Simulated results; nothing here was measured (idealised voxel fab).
process module | voxel spacer lines
cross-section cut | 225 nm wide | cells 5 nm
A cross-section is a grid of square cells, given in bands from the top down. A band is one or more rows of cells.
Each band's line starts with the height of the band's top and of its bottom, in nm. Then come its materials from left to right, each with its width in nm. One material with "throughout" fills the band from edge to edge. "air" is empty space.
Height 0 is the level under which the wafer as received is all one material. The lowest band goes on downwards, as in "0 down".
A width such as "30 to 40" changes by the same amount from each row of cells to the next, from the band's top row to its bottom row.
"no change" after a step means that no cell of the cross-section changed.
closed voids: empty space of 8 cells or more with no open way to the top, each as width x height at its distance from the left edge, in nm
after a step's settings: what the simulator itself notes on the step
overlay nm, on a step with a mask: how far to the right of its planned place the mask lay; to the left if negative
plan
1 op RECEIVE | material Si
2 op CONFORMAL_DEP | material SiO2 | thk nm 5
3 op DIRECTIONAL_DEP | material polySi | thk nm 20
4 op DIRECTIONAL_DEP | material aC | thk nm 25
5 op PATTERN | tone cover | mask id MANDREL | material resist | width nm 15 | pitch nm 60 | thk nm 30 | overlay nm 0
6 op DIRECTIONAL_ETCH | etch materials aC | depth nm 25
7 op STRIP | etch materials resist
8 op CONFORMAL_DEP | material SiN | thk nm 15
9 op DIRECTIONAL_ETCH | etch materials SiN | depth nm 15
10 op STRIP | etch materials aC
11 op DIRECTIONAL_ETCH | etch materials polySi | depth nm 20
12 op STRIP | etch materials SiN
first wafer, as planned
as received, after step 1
  0 down: Si throughout
  closed voids: none
after step 2
  5 to 0: SiO2 throughout
  below 0: unchanged
after step 3
  25 to 5: polySi throughout
  below 5: unchanged
after step 4
  50 to 25: aC throughout
  below 25: unchanged
after step 5
  80 to 50: air 75 | resist 15 | air 45 | resist 15 | air 75
  below 50: unchanged
after step 6
  55 to 50: air 75 | resist 15 | air 45 | resist 15 | air 75
  50 to 25: air 75 | aC 15 | air 45 | aC 15 | air 75
  below 25: unchanged
after step 7
  50 to 25: air 75 | aC 15 | air 45 | aC 15 | air 75
  below 25: unchanged
after step 8
  65 to 50: air 60 | SiN 45 | air 15 | SiN 45 | air 60
  50 to 40: air 60 | SiN 15 | aC 15 | SiN 15 | air 15 | SiN 15 | aC 15 | SiN 15 | air 60
  40 to 25: SiN 75 | aC 15 | SiN 45 | aC 15 | SiN 75
  below 25: unchanged
after step 9
  50 to 25: air 60 | SiN 15 | aC 15 | SiN 15 | air 15 | SiN 15 | aC 15 | SiN 15 | air 60
  below 25: unchanged
after step 10
  50 to 25: air 60 | SiN 15 | air 15 | SiN 15 | air 15 | SiN 15 | air 15 | SiN 15 | air 60
  below 25: unchanged
after step 11
  50 to 25: air 60 | SiN 15 | air 15 | SiN 15 | air 15 | SiN 15 | air 15 | SiN 15 | air 60
  25 to 5: air 60 | polySi 15 | air 15 | polySi 15 | air 15 | polySi 15 | air 15 | polySi 15 | air 60
  below 5: unchanged
after step 12
  25 to 5: air 60 | polySi 15 | air 15 | polySi 15 | air 15 | polySi 15 | air 15 | polySi 15 | air 60
  below 5: unchanged
second wafer: like start, like plan, one mistake. Through step 1 it matches the first wafer
when step 2 should have ended
  20 to 0: polySi throughout
  below 0: unchanged
when step 3 should have ended
  25 to 20: SiO2 throughout
  below 20: unchanged
when step 4 should have ended
  50 to 25: aC throughout
  below 25: unchanged
when step 5 should have ended
  80 to 50: air 75 | resist 15 | air 45 | resist 15 | air 75
  below 50: unchanged
when step 6 should have ended
  55 to 50: air 75 | resist 15 | air 45 | resist 15 | air 75
  50 to 25: air 75 | aC 15 | air 45 | aC 15 | air 75
  below 25: unchanged
when step 7 should have ended
  50 to 25: air 75 | aC 15 | air 45 | aC 15 | air 75
  below 25: unchanged
when step 8 should have ended
  65 to 50: air 60 | SiN 45 | air 15 | SiN 45 | air 60
  50 to 40: air 60 | SiN 15 | aC 15 | SiN 15 | air 15 | SiN 15 | aC 15 | SiN 15 | air 60
  40 to 25: SiN 75 | aC 15 | SiN 45 | aC 15 | SiN 75
  below 25: unchanged
when step 9 should have ended
  50 to 25: air 60 | SiN 15 | aC 15 | SiN 15 | air 15 | SiN 15 | aC 15 | SiN 15 | air 60
  below 25: unchanged
when step 10 should have ended
  50 to 25: air 60 | SiN 15 | air 15 | SiN 15 | air 15 | SiN 15 | air 15 | SiN 15 | air 60
  below 25: unchanged
when step 11 should have ended: no change
when step 12 should have ended
  25 to 20: SiO2 throughout
  below 20: unchanged
what went wrong: steps 2 and 3 were swapped
at the end the second wafer has, in cells: 132 more of polySi
